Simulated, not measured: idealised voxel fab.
The following process module bears the name voxel gate over fins.
Square cells of 5 nm make up the cross-section cut, whose width is 295 nm.
How to read a cross-section here: the picture is a grid of square cells, written as bands going from the top down, and any band can span one or more rows of cells.
Look at the band entry: it leads with the top's height and the bottom's height in nm. Then it lists the materials left to right, with a width in nm for each. The word "full width" on a single material says that material fills the band edge to edge. The word "air" is empty space.
For the purposes of this specification, 0 denotes the height below which the wafer in its as-received condition is composed wholly of one material, and the lowermost band, lacking a lower limit, extends downward without end, as expressed in "0 and below".
Width spec "30 to 40" -> top row of cells at first value, bottom row at second value, equal per-row change in between.
Key: "no modifications" - step with no changed cell in the cross-section.
Enclosed voids (no open way to top), threshold 8 cells or more, entry "Encapsulated voids", notation width x height at distance, distance from left edge, nm.
The remark found on a step's line after its settings is issued by the simulator itself and pertains to that step.
You can add "overlay nm" to a step's line. For a step with a mask, it describes how far the mask lay to the right of its planned position, and a negative number describes a lay to the left.
THE FOLLOWING LIST GIVES THE PLANNED PROCESS STEPS
1. RECEIVE [material Si]
2. CONFORMAL_DEP [material SiN] [thk nm 10]
3. MASKED_ETCH [tone cover] [mask id FINS] [width nm 15] [pitch nm 40] [etch materials SiN] [depth nm 10] [overlay nm 0]
4. MASKED_ETCH [tone cover] [mask id FINS] [width nm 15] [pitch nm 40] [etch materials Si] [depth nm 35] [overlay nm 0]
5. FILL_DEP [material SiO2] [thk nm 15]
6. CMP [height nm 10]
7. SELECTIVE_ETCH [etch materials SiO2] [depth nm 25]
8. STRIP [etch materials SiN]
9. CONFORMAL_DEP [material HfO2] [thk nm 5]
10. CONFORMAL_DEP [material TiN] [thk nm 5]
11. CONFORMAL_DEP [material TiAl] [thk nm 5]
12. CONFORMAL_DEP [material TiN] [thk nm 5]
13. FILL_DEP [material W] [thk nm 10]
14. CMP [height nm 15]
15. CONFORMAL_DEP [material SiCN] [thk nm 5]
The wafers are alike at the start. At step 14, their height nm differs. The plan lists the first wafer's value.
CROSS-SECTION OF THE FIRST OF SEVERAL RECEIVED WAFERS, SHOWING ITS STATE AFTER STEP 1
* 0 and below = Si full width
* Encapsulated voids: none
MODULE END STATE AFTER FINAL STEP 15: CROSS-SECTION OF THE FIRST OF SEVERAL WAFERS
* 20 down to 15 = SiCN full width
* 15 down to 10 = 80 W  5 TiN  125 TiAl  5 TiN  80 W
* 10 down to 5 = 80 W  5 TiN  5 TiAl  35 TiN  5 TiAl  35 TiN  5 TiAl  35 TiN  5 TiAl  5 TiN  80 W
* 5 down to 0 = 85 TiN  5 TiAl  5 TiN  25 HfO2  5 TiN  5 TiAl  5 TiN  25 HfO2  5 TiN  5 TiAl  5 TiN  25 HfO2  5 TiN  5 TiAl  85 TiN
* 0 down to -5 = 90 TiAl  5 TiN  5 HfO2  15 Si  5 HfO2  5 TiN  5 TiAl  5 TiN  5 HfO2  15 Si  5 HfO2  5 TiN  5 TiAl  5 TiN  5 HfO2  15 Si  5 HfO2  5 TiN  90 TiAl
* -5 down to -10 = 95 TiN  5 HfO2  15 Si  5 HfO2  15 TiN  5 HfO2  15 Si  5 HfO2  15 TiN  5 HfO2  15 Si  5 HfO2  95 TiN
* -10 down to -15 = 100 HfO2  15 Si  25 HfO2  15 Si  25 HfO2  15 Si  100 HfO2
* -15 down to -35 = 100 SiO2  15 Si  25 SiO2  15 Si  25 SiO2  15 Si  100 SiO2
* -35 and below = Si full width
* Encapsulated voids: none
THE LAST WAFER AS SEEN IN CROSS-SECTION AT THE END OF THE MODULE
* 35 down to 30 = SiCN full width
* 30 down to 20 = W full width
* 20 down to 15 = 80 W  135 TiN  80 W
* 15 down to 10 = 80 W  5 TiN  125 TiAl  5 TiN  80 W
* 10 down to 5 = 80 W  5 TiN  5 TiAl  35 TiN  5 TiAl  35 TiN  5 TiAl  35 TiN  5 TiAl  5 TiN  80 W
* 5 down to 0 = 85 TiN  5 TiAl  5 TiN  25 HfO2  5 TiN  5 TiAl  5 TiN  25 HfO2  5 TiN  5 TiAl  5 TiN  25 HfO2  5 TiN  5 TiAl  85 TiN
* 0 down to -5 = 90 TiAl  5 TiN  5 HfO2  15 Si  5 HfO2  5 TiN  5 TiAl  5 TiN  5 HfO2  15 Si  5 HfO2  5 TiN  5 TiAl  5 TiN  5 HfO2  15 Si  5 HfO2  5 TiN  90 TiAl
* -5 down to -10 = 95 TiN  5 HfO2  15 Si  5 HfO2  15 TiN  5 HfO2  15 Si  5 HfO2  15 TiN  5 HfO2  15 Si  5 HfO2  95 TiN
* -10 down to -15 = 100 HfO2  15 Si  25 HfO2  15 Si  25 HfO2  15 Si  100 HfO2
* -15 down to -35 = 100 SiO2  15 Si  25 SiO2  15 Si  25 SiO2  15 Si  100 SiO2
* -35 and below = Si full width
* Encapsulated voids: none
EACH ROW BELOW IS A WAFER AT THE END OF THE MODULE, LISTING FOR EVERY MATERIAL THE NUMBER OF CELLS IT HAS GAINED (+) OR LOST (-) SINCE IT WAS RECEIVED, FOLLOWED BY ITS CLOSED VOIDS
height nm 15; +77 HfO2; -350 Si; +59 SiCN; +200 SiO2; +71 TiAl; +115 TiN; +64 W; Encapsulated voids: none
height nm 20; +77 HfO2; -350 Si; +59 SiCN; +200 SiO2; +71 TiAl; +142 TiN; +96 W; Encapsulated voids: none
height nm 25; +77 HfO2; -350 Si; +59 SiCN; +200 SiO2; +71 TiAl; +142 TiN; +155 W; Encapsulated voids: none
height nm 30; +77 HfO2; -350 Si; +59 SiCN; +200 SiO2; +71 TiAl; +142 TiN; +214 W; Encapsulated voids: none
